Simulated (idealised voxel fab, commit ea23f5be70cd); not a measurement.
Process module under the name voxel wiring stack
Each square cell in cross-section cut measures 5 nm, and the section as a whole is 275 nm wide.
Cross-sections here: square-cell grids, written as top-down lists of bands, a band being one or more rows of cells. Read a band's entry like this: the first values are the height of its top and the height of its bottom in nm, and what follows is the sequence of materials from left to right, each with its width in nm. Note that "air" is empty space, and that a single material marked "edge to edge" reaches across the band from edge to edge. Heights from 0 (as-received wafer is one material below). Bottom band endless downward, as "0 nm and below". A two-number width, for instance "30..40", indicates that the width is equal to the first number in the top row of the band and to the second number in the bottom row, and that it changes by a constant amount per row of cells. Where a step carries "everything unchanged", the cross-section came out of it unchanged, cell for cell. The list in "Enclosed internal voids" covers empty spaces of 8 cells or more that cannot reach the top through any open way, and it gives each as width x height at distance; the distance is from the left edge, and width, height and distance are in nm. What comes after the settings on a step's line is commentary from the simulator itself on that step. What "overlay nm" on a step's line means: if the step has a mask, that mask lay this far to the right of its planned place, or, when the value is negative, to the left.
These are the steps we planned for the process:
1. op RECEIVE | material Si
2. op CONFORMAL_DEP | material SiO2 | thk nm 10
3. op DIRECTIONAL_DEP | material TiN | thk nm 5
4. op DIRECTIONAL_DEP | material Ru | thk nm 20
5. op DIRECTIONAL_DEP | material aC | thk nm 10
6. op PATTERN | tone cover | mask id METAL_1 | material resist | width nm 25 | pitch nm 40 | thk nm 25 | overlay nm 0
7. op DIRECTIONAL_ETCH | etch materials aC | depth nm 10
8. op STRIP | etch materials resist
9. op DIRECTIONAL_ETCH | etch materials Ru | depth nm 20
10. op DIRECTIONAL_ETCH | etch materials TiN | depth nm 5
11. op STRIP | etch materials aC
12. op CONFORMAL_DEP | material SiN | thk nm 5
13. op FILL_DEP | material lowk | thk nm 5
14. op CMP | height nm 35
15. op CONFORMAL_DEP | material SiCN | thk nm 5
16. op DIRECTIONAL_DEP | material lowk | thk nm 20
17. op PATTERN | tone open | mask id PLUG_1 | material resist | width nm 15 | pitch nm 80 | thk nm 20 | overlay nm 0
18. op DIRECTIONAL_ETCH | etch materials lowk | depth nm 20
19. op DIRECTIONAL_ETCH | etch materials SiCN | depth nm 5
20. op STRIP | etch materials resist
21. op EPI | material Ru | thk nm 10
22. op EPI | material Ru | thk nm 10
23. op EPI | material Ru | thk nm 5
24. op DIRECTIONAL_DEP | material TiN | thk nm 5
25. op DIRECTIONAL_DEP | material W | thk nm 25
26. op DIRECTIONAL_DEP | material aC | thk nm 10
27. op PATTERN | tone cover | mask id METAL_2 | material resist | width nm 25 | pitch nm 40 | thk nm 30 | overlay nm -15
28. op DIRECTIONAL_ETCH | etch materials aC | depth nm 10
29. op STRIP | etch materials resist
30. op DIRECTIONAL_ETCH | etch materials W | depth nm 25
31. op DIRECTIONAL_ETCH | etch materials TiN | depth nm 5
32. op STRIP | etch materials aC
33. op FILL_DEP | material lowk | thk nm 10
34. op CMP | height nm 90
35. op CONFORMAL_DEP | material SiN | thk nm 5
The overlay nm used in step 27 is not the same on every wafer, whereas the starting condition is; the value printed in the plan is the first wafer's.
After step 1, as received: first of several wafers, cross-section:
> 0 nm and below = Si edge to edge
> Enclosed internal voids: none
Quick look at the cross-section of the first of several wafers after step 35, which wraps up the module:
> 95 nm to 90 nm = SiN edge to edge
> 90 nm to 65 nm = lowk 50 / W 25 / lowk 15 / W 25 / lowk 15 / W 25 / lowk 15 / W 25 / lowk 80
> 65 nm to 60 nm = lowk 50 / TiN 25 / lowk 15 / TiN 25 / lowk 15 / TiN 25 / lowk 15 / TiN 25 / lowk 80
> 60 nm to 40 nm = lowk 65 / Ru 15 / lowk 65 / Ru 15 / lowk 115
> 40 nm to 35 nm = SiCN 65 / Ru 15 / SiCN 65 / Ru 15 / SiCN 115
> 35 nm to 15 nm = lowk 60 / SiN 5 / Ru 25 / SiN 5 / lowk 5 / SiN 5 / Ru 25 / SiN 5 / lowk 5 / SiN 5 / Ru 25 / SiN 5 / lowk 5 / SiN 5 / Ru 25 / SiN 5 / lowk 60
> 15 nm to 10 nm = SiN 65 / TiN 25 / SiN 15 / TiN 25 / SiN 15 / TiN 25 / SiN 15 / TiN 25 / SiN 65
> 10 nm to 0 nm = SiO2 edge to edge
> 0 nm and below = Si edge to edge
> Enclosed internal voids: none
A cross-section through the last wafer at the close of the module:
> 95 nm to 90 nm = SiN edge to edge
> 90 nm to 65 nm = lowk 80 / W 25 / lowk 15 / W 25 / lowk 15 / W 25 / lowk 15 / W 25 / lowk 50
> 65 nm to 60 nm = lowk 80 / TiN 25 / lowk 15 / TiN 25 / lowk 15 / TiN 25 / lowk 15 / TiN 25 / lowk 50
> 60 nm to 40 nm = lowk 65 / Ru 15 / lowk 65 / Ru 15 / lowk 115
> 40 nm to 35 nm = SiCN 65 / Ru 15 / SiCN 65 / Ru 15 / SiCN 115
> 35 nm to 15 nm = lowk 60 / SiN 5 / Ru 25 / SiN 5 / lowk 5 / SiN 5 / Ru 25 / SiN 5 / lowk 5 / SiN 5 / Ru 25 / SiN 5 / lowk 5 / SiN 5 / Ru 25 / SiN 5 / lowk 60
> 15 nm to 10 nm = SiN 65 / TiN 25 / SiN 15 / TiN 25 / SiN 15 / TiN 25 / SiN 15 / TiN 25 / SiN 65
> 10 nm to 0 nm = SiO2 edge to edge
> 0 nm and below = Si edge to edge
> Enclosed internal voids: none
For your reference, the table is organized with a row per wafer; each row reflects the wafer at the end of the module, indicating for each material the cells gained (+) or lost (-) since receipt, and thereafter its closed voids:
overlay nm -15 | +110 Ru | +49 SiCN | +122 SiN | +110 SiO2 | +40 TiN | +100 W | +514 lowk | Enclosed internal voids: none
overlay nm -10 | +110 Ru | +49 SiCN | +122 SiN | +110 SiO2 | +40 TiN | +100 W | +514 lowk | Enclosed internal voids: none
overlay nm -5 | +110 Ru | +49 SiCN | +122 SiN | +110 SiO2 | +40 TiN | +100 W | +514 lowk | Enclosed internal voids: none
overlay nm 0 | +110 Ru | +49 SiCN | +122 SiN | +110 SiO2 | +40 TiN | +100 W | +514 lowk | Enclosed internal voids: none
overlay nm 5 | +110 Ru | +49 SiCN | +122 SiN | +110 SiO2 | +40 TiN | +100 W | +514 lowk | Enclosed internal voids: none
overlay nm 10 | +110 Ru | +49 SiCN | +122 SiN | +110 SiO2 | +40 TiN | +100 W | +514 lowk | Enclosed internal voids: none
overlay nm 15 | +110 Ru | +49 SiCN | +122 SiN | +110 SiO2 | +40 TiN | +100 W | +514 lowk | Enclosed internal voids: none
